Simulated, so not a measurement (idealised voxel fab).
This section sets out a process module, namely voxel spacer lines.
Square cell edge 5 nm, section width 200 nm, ID cut.
Cross-section format: a grid of square cells, given as bands from top to bottom; each band is one or more rows of cells. Look at the band entry: it leads with the top's height and the bottom's height in nm. Then it lists the materials left to right, with a width in nm for each. The word "everywhere" on a single material says that material fills the band edge to edge. The word "blank" is empty space. Heights are measured from 0, the level below which the as-received wafer is all one material; the lowest band has no bottom and continues downward, written as in "0 -> down". Top row gets the first number, bottom row gets the second, and each row in between changes by the same step: that is how a band width like "30..40" works. "no alteration" means the step left every cell of the cross-section as it was. Closed empty spaces (no open way to the top) of 8 cells or more are what "Trapped cavities" lists, each as width x height at distance from the left edge, nm for all three. Note: text after step settings on the step line = simulator remark on that step. overlay nm: on a step with a mask, how far right of its planned place the mask lay; negative means left.

**These are the steps we planned for the process**
step 1: op RECEIVE | material Si
step 2: op CONFORMAL_DEP | material Al2O3 | thk nm 10
step 3: op DIRECTIONAL_DEP | material TiN | thk nm 15
step 4: op DIRECTIONAL_DEP | material aC | thk nm 20
step 5: op PATTERN | tone cover | mask id MANDREL | material resist | width nm 25 | pitch nm 70 | thk nm 25 | overlay nm 0
step 6: op DIRECTIONAL_ETCH | etch materials aC | depth nm 20
step 7: op STRIP | etch materials resist
step 8: op CONFORMAL_DEP | material SiO2 | thk nm 10
step 9: op DIRECTIONAL_ETCH | etch materials SiO2 | depth nm 10
step 10: op STRIP | etch materials aC
step 11: op DIRECTIONAL_ETCH | etch materials TiN | depth nm 15
step 12: op STRIP | etch materials SiO2

**Wafer at receipt (post step 1), cross-section**
* 0 -> down  Si everywhere
* Trapped cavities: none

**End-of-module XS, first of two wafers, run as planned**
* 25 -> 10  blank (5), then TiN (10), then blank (25), then TiN (10), then blank (25), then TiN (10), then blank (25), then TiN (10), then blank (25), then TiN (10), then blank (25), then TiN (10), then blank (10)
* 10 -> 0  Al2O3 everywhere
* 0 -> down  Si everywhere
* Trapped cavities: none

**End-of-module cross-section of the second wafer: identical starting point and process plan to the first, with one processing mistake**
* 25 -> 10  blank (10), then TiN (10), then blank (25), then TiN (10), then blank (25), then TiN (10), then blank (25), then TiN (10), then blank (25), then TiN (10), then blank (25), then TiN (10), then blank (5)
* 10 -> 0  Al2O3 everywhere
* 0 -> down  Si everywhere
* Trapped cavities: none
Deviation from plan: step 5: run off-plan, actual operation and settings op PATTERN | tone cover | mask id MANDREL | material resist | width nm 25 | pitch nm 70 | thk nm 25 | overlay nm 5
So at the finish, the second wafer's got exactly as many cells of each material as the first, just not in the same spots.
